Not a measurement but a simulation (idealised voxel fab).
process module | voxel quadruple lines
cross-section cut | 165 nm wide | cells 5 nm
A cross-section is a grid of square cells, given in bands from the top down. A band is one or more rows of cells.
Each band's line starts with the height of the band's top and of its bottom, in nm. Then come its materials from left to right, each with its width in nm. One material with "throughout" fills the band from edge to edge. "air" is empty space.
Height 0 is the level under which the wafer as received is all one material. The lowest band goes on downwards, as in "0 down".
A width such as "30 to 40" changes by the same amount from each row of cells to the next, from the band's top row to its bottom row.
"no change" after a step means that no cell of the cross-section changed.
closed voids: empty space of 8 cells or more with no open way to the top, each as width x height at its distance from the left edge, in nm
after a step's settings: what the simulator itself notes on the step
overlay nm, on a step with a mask: how far to the right of its planned place the mask lay; to the left if negative
plan
1 op RECEIVE | material Si
2 op CONFORMAL_DEP | material SiO2 | thk nm 10
3 op DIRECTIONAL_DEP | material TiN | thk nm 15
4 op DIRECTIONAL_DEP | material polySi | thk nm 15
5 op DIRECTIONAL_DEP | material aC | thk nm 20
6 op PATTERN | tone cover | mask id MANDREL | material resist | width nm 25 | thk nm 30 | overlay nm 0
7 op DIRECTIONAL_ETCH | etch materials aC | depth nm 20
8 op STRIP | etch materials resist
9 op CONFORMAL_DEP | material SiO2 | thk nm 15
10 op DIRECTIONAL_ETCH | etch materials SiO2 | depth nm 15
11 op STRIP | etch materials aC
12 op DIRECTIONAL_ETCH | etch materials polySi | depth nm 15
13 op STRIP | etch materials SiO2
14 op CONFORMAL_DEP | material SiCN | thk nm 5
15 op DIRECTIONAL_ETCH | etch materials SiCN | depth nm 5
16 op STRIP | etch materials polySi
17 op DIRECTIONAL_ETCH | etch materials TiN | depth nm 15
18 op STRIP | etch materials SiCN
first wafer, as planned
as received, after step 1
  0 down: Si throughout
  closed voids: none
after step 2
  10 to 0: SiO2 throughout
  below 0: unchanged
after step 3
  25 to 10: TiN throughout
  below 10: unchanged
after step 4
  40 to 25: polySi throughout
  below 25: unchanged
after step 5
  60 to 40: aC throughout
  below 40: unchanged
after step 6
  90 to 60: air 70 | resist 25 | air 70
  below 60: unchanged
after step 7
  70 to 60: air 70 | resist 25 | air 70
  60 to 40: air 70 | aC 25 | air 70
  below 40: unchanged
after step 8
  60 to 40: air 70 | aC 25 | air 70
  below 40: unchanged
after step 9
  75 to 60: air 55 | SiO2 55 | air 55
  60 to 55: air 55 | SiO2 15 | aC 25 | SiO2 15 | air 55
  55 to 40: SiO2 70 | aC 25 | SiO2 70
  below 40: unchanged
after step 10
  60 to 40: air 55 | SiO2 15 | aC 25 | SiO2 15 | air 55
  below 40: unchanged
after step 11
  60 to 40: air 55 | SiO2 15 | air 25 | SiO2 15 | air 55
  below 40: unchanged
after step 12
  60 to 40: air 55 | SiO2 15 | air 25 | SiO2 15 | air 55
  40 to 25: air 55 | polySi 15 | air 25 | polySi 15 | air 55
  below 25: unchanged
after step 13
  40 to 25: air 55 | polySi 15 | air 25 | polySi 15 | air 55
  below 25: unchanged
after step 14
  45 to 40: air 50 | SiCN 25 | air 15 | SiCN 25 | air 50
  40 to 30: air 50 | SiCN 5 | polySi 15 | SiCN 5 | air 15 | SiCN 5 | polySi 15 | SiCN 5 | air 50
  30 to 25: SiCN 55 | polySi 15 | SiCN 25 | polySi 15 | SiCN 55
  below 25: unchanged
after step 15
  40 to 25: air 50 | SiCN 5 | polySi 15 | SiCN 5 | air 15 | SiCN 5 | polySi 15 | SiCN 5 | air 50
  below 25: unchanged
after step 16
  40 to 25: air 50 | SiCN 5 | air 15 | SiCN 5 | air 15 | SiCN 5 | air 15 | SiCN 5 | air 50
  below 25: unchanged
after step 17
  40 to 25: air 50 | SiCN 5 | air 15 | SiCN 5 | air 15 | SiCN 5 | air 15 | SiCN 5 | air 50
  25 to 10: air 50 | TiN 5 | air 15 | TiN 5 | air 15 | TiN 5 | air 15 | TiN 5 | air 50
  below 10: unchanged
after step 18
  25 to 10: air 50 | TiN 5 | air 15 | TiN 5 | air 15 | TiN 5 | air 15 | TiN 5 | air 50
  below 10: unchanged
second wafer: like start, like plan, one mistake. Through step 5 it matches the first wafer
when step 6 should have ended
  90 to 60: air 70 | resist 30 | air 65
  below 60: unchanged
when step 7 should have ended
  70 to 60: air 70 | resist 30 | air 65
  60 to 40: air 70 | aC 30 | air 65
  below 40: unchanged
when step 8 should have ended
  60 to 40: air 70 | aC 30 | air 65
  below 40: unchanged
when step 9 should have ended
  75 to 60: air 55 | SiO2 60 | air 50
  60 to 55: air 55 | SiO2 15 | aC 30 | SiO2 15 | air 50
  55 to 40: SiO2 70 | aC 30 | SiO2 65
  below 40: unchanged
when step 10 should have ended
  60 to 40: air 55 | SiO2 15 | aC 30 | SiO2 15 | air 50
  below 40: unchanged
when step 11 should have ended
  60 to 40: air 55 | SiO2 15 | air 30 | SiO2 15 | air 50
  below 40: unchanged
when step 12 should have ended
  60 to 40: air 55 | SiO2 15 | air 30 | SiO2 15 | air 50
  40 to 25: air 55 | polySi 15 | air 30 | polySi 15 | air 50
  below 25: unchanged
when step 13 should have ended
  40 to 25: air 55 | polySi 15 | air 30 | polySi 15 | air 50
  below 25: unchanged
when step 14 should have ended
  45 to 40: air 50 | SiCN 25 | air 20 | SiCN 25 | air 45
  40 to 30: air 50 | SiCN 5 | polySi 15 | SiCN 5 | air 20 | SiCN 5 | polySi 15 | SiCN 5 | air 45
  30 to 25: SiCN 55 | polySi 15 | SiCN 30 | polySi 15 | SiCN 50
  below 25: unchanged
when step 15 should have ended
  40 to 25: air 50 | SiCN 5 | polySi 15 | SiCN 5 | air 20 | SiCN 5 | polySi 15 | SiCN 5 | air 45
  below 25: unchanged
when step 16 should have ended
  40 to 25: air 50 | SiCN 5 | air 15 | SiCN 5 | air 20 | SiCN 5 | air 15 | SiCN 5 | air 45
  below 25: unchanged
when step 17 should have ended
  40 to 25: air 50 | SiCN 5 | air 15 | SiCN 5 | air 20 | SiCN 5 | air 15 | SiCN 5 | air 45
  25 to 10: air 50 | TiN 5 | air 15 | TiN 5 | air 20 | TiN 5 | air 15 | TiN 5 | air 45
  below 10: unchanged
when step 18 should have ended
  25 to 10: air 50 | TiN 5 | air 15 | TiN 5 | air 20 | TiN 5 | air 15 | TiN 5 | air 45
  below 10: unchanged
what went wrong: step 6 ran as: op PATTERN | tone cover | mask id MANDREL | material resist | width nm 30 | thk nm 30 | overlay nm 0
at the end the second wafer has, in cells: as many of each material as the first, in other places
